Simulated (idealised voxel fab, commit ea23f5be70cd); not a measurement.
Process module, titled voxel ribs on slabs
It is cross-section cut that appears here, measuring 215 nm in width, its square cells being 5 nm in size.
Format of a cross-section: grid, square cells. Given as bands. Order: top down. Band: one or more rows of cells. Per band: top height and bottom height in nm, followed by the left-to-right materials and their widths in nm; "full width" marks a single material spanning edge to edge, "air" marks empty space. Height datum 0, below which the as-received substrate wafer is one material. Lowest band open at the bottom, running downward: "0..down". A width given as "30 to 40" starts at the first number in the band's top row and ends at the second number in its bottom row, shifting by an equal amount at every step from row to row. "no change occurred" (step): cross-section cells unchanged, all of them. Basically, "Internal closed voids" tells you about the enclosed voids: empty spaces with no open way to the top, 8 cells or bigger, each written width x height at distance, where distance is from the left edge, all in nm. Past the settings on a step's line: simulator remark, on that step. overlay nm: right-of-plan distance of the mask on a masked step; negative values mean left-of-plan.

### The planned process steps are enumerated hereunder
1,RECEIVE,material Si
2,DIRECTIONAL_DEP,material SiO2,thk nm 25
3,DIRECTIONAL_DEP,material SiN,thk nm 25
4,MASKED_ETCH,tone cover,mask id RIB,width nm 20,etch materials SiN,depth nm 15,overlay nm 0
5,DIRECTIONAL_DEP,material aC,thk nm 15
6,PATTERN,tone cover,mask id SLAB,material resist,width nm 60,thk nm 35,overlay nm 0
7,DIRECTIONAL_ETCH,etch materials aC,depth nm 15
8,STRIP,etch materials resist
9,DIRECTIONAL_ETCH,etch materials SiN,depth nm 10
10,STRIP,etch materials aC
11,FILL_DEP,material SiO2,thk nm 25
12,CMP,height nm 70
13,DIRECTIONAL_DEP,material W,thk nm 10
14,PATTERN,tone cover,mask id HEATER,material resist,width nm 40,thk nm 20,overlay nm 0
15,DIRECTIONAL_ETCH,etch materials W,depth nm 10
16,STRIP,etch materials resist
17,CONFORMAL_DEP,material SiO2,thk nm 5
Quick note for whoever runs this: the wafers start identical, but the width nm at step 4 isn't the same across them. The plan just shows what the first wafer had.

### As received, i.e. after step 1: cross-section through the first of several wafers
0..down | Si full width
Internal closed voids: none

### each wafer at the end: cells of each material gained (+) or lost (-) since it was received, then its closed voids
width nm 20; +36 SiN; +613 SiO2; +16 W; Internal closed voids: none
width nm 25; +39 SiN; +610 SiO2; +16 W; Internal closed voids: none
width nm 30; +42 SiN; +607 SiO2; +16 W; Internal closed voids: none
width nm 35; +45 SiN; +604 SiO2; +16 W; Internal closed voids: none
width nm 40; +48 SiN; +601 SiO2; +16 W; Internal closed voids: none
width nm 45; +51 SiN; +598 SiO2; +16 W; Internal closed voids: none
